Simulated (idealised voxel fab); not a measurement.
Process module, titled voxel ribs on slabs
Square cells of 5 nm make up the cross-section cut, whose width is 250 nm.
The cross-sections in this document take the form of a grid made of square cells. They are written out as bands, in order from top to bottom. Each band consists of one or more rows of cells. For a band, the entry starts with two heights in nm, that of the top and then that of the bottom, and carries on with the band's materials in order from left to right, each alongside its width in nm; the word "all across" beside a single material means it fills the band edge to edge, and "air" means empty space. Convention: height 0 is the level below which the wafer, as received, is all one material. The lowest band does not terminate at the bottom but continues downward, represented as "0..down". Top row gets the first number, bottom row gets the second, and each row in between changes by the same step: that is how a band width like "30 to 40" works. Any step labelled "left unchanged" changed none of the cells in the cross-section. The list in "Enclosed cavities" covers empty spaces of 8 cells or more that cannot reach the top through any open way, and it gives each as width x height at distance; the distance is from the left edge, and width, height and distance are in nm. Heads up: the bit after the settings on a step's line is the simulator's remark on that step. overlay nm, on a step with a mask: how far to the right of its planned place the mask lay; to the left if negative.

# Listed below are the process steps as planned
- 1: RECEIVE: material Si
- 2: DIRECTIONAL_DEP: material SiO2, thk nm 25
- 3: DIRECTIONAL_DEP: material polySi, thk nm 15
- 4: PATTERN: tone cover, mask id RIB, material resist, width nm 30, thk nm 20, overlay nm 0
- 5: DIRECTIONAL_ETCH: etch materials polySi, depth nm 10
- 6: STRIP: etch materials resist
- 7: MASKED_ETCH: tone cover, mask id SLAB, width nm 80, etch materials polySi, depth nm 5, overlay nm 0
- 8: FILL_DEP: material SiO2, thk nm 25
- 9: CMP: height nm 60
- 10: DIRECTIONAL_DEP: material TiN, thk nm 5
- 11: MASKED_ETCH: tone cover, mask id HEATER, width nm 40, etch materials TiN, depth nm 5, overlay nm 0
- 12: CONFORMAL_DEP: material SiO2, thk nm 10
Variable across wafers: step 7 width nm (plan value is that of the first wafer; starting state common to all).

# As-received state after step 1, first of several wafers, cross-section
> 0..down  Si all across
> Enclosed cavities: none

# The cross-section of the first of several wafers is given below for the end of the module, after its final step, step 12
> 75..70  air: 95, then SiO2: 60, then air: 95
> 70..65  SiO2 all across
> 65..60  SiO2: 105, then TiN: 40, then SiO2: 105
> 60..40  SiO2 all across
> 40..30  SiO2: 110, then polySi: 30, then SiO2: 110
> 30..25  SiO2: 85, then polySi: 80, then SiO2: 85
> 25..0  SiO2 all across
> 0..down  Si all across
> Enclosed cavities: none

# So this is the cross-section on the last wafer at the end of the module
> 75..70  air: 95, then SiO2: 60, then air: 95
> 70..65  SiO2 all across
> 65..60  SiO2: 105, then TiN: 40, then SiO2: 105
> 60..40  SiO2 all across
> 40..30  SiO2: 110, then polySi: 30, then SiO2: 110
> 30..25  SiO2: 75, then polySi: 105, then SiO2: 70
> 25..0  SiO2 all across
> 0..down  Si all across
> Enclosed cavities: none

# For your reference, the table is organized with a row per wafer; each row reflects the wafer at the end of the module, indicating for each material the cells gained (+) or lost (-) since receipt, and thereafter its closed voids
width nm 80 | +676 SiO2 | +8 TiN | +28 polySi | Enclosed cavities: none
width nm 85 | +675 SiO2 | +8 TiN | +29 polySi | Enclosed cavities: none
width nm 90 | +674 SiO2 | +8 TiN | +30 polySi | Enclosed cavities: none
width nm 95 | +673 SiO2 | +8 TiN | +31 polySi | Enclosed cavities: none
width nm 100 | +672 SiO2 | +8 TiN | +32 polySi | Enclosed cavities: none
width nm 105 | +671 SiO2 | +8 TiN | +33 polySi | Enclosed cavities: none
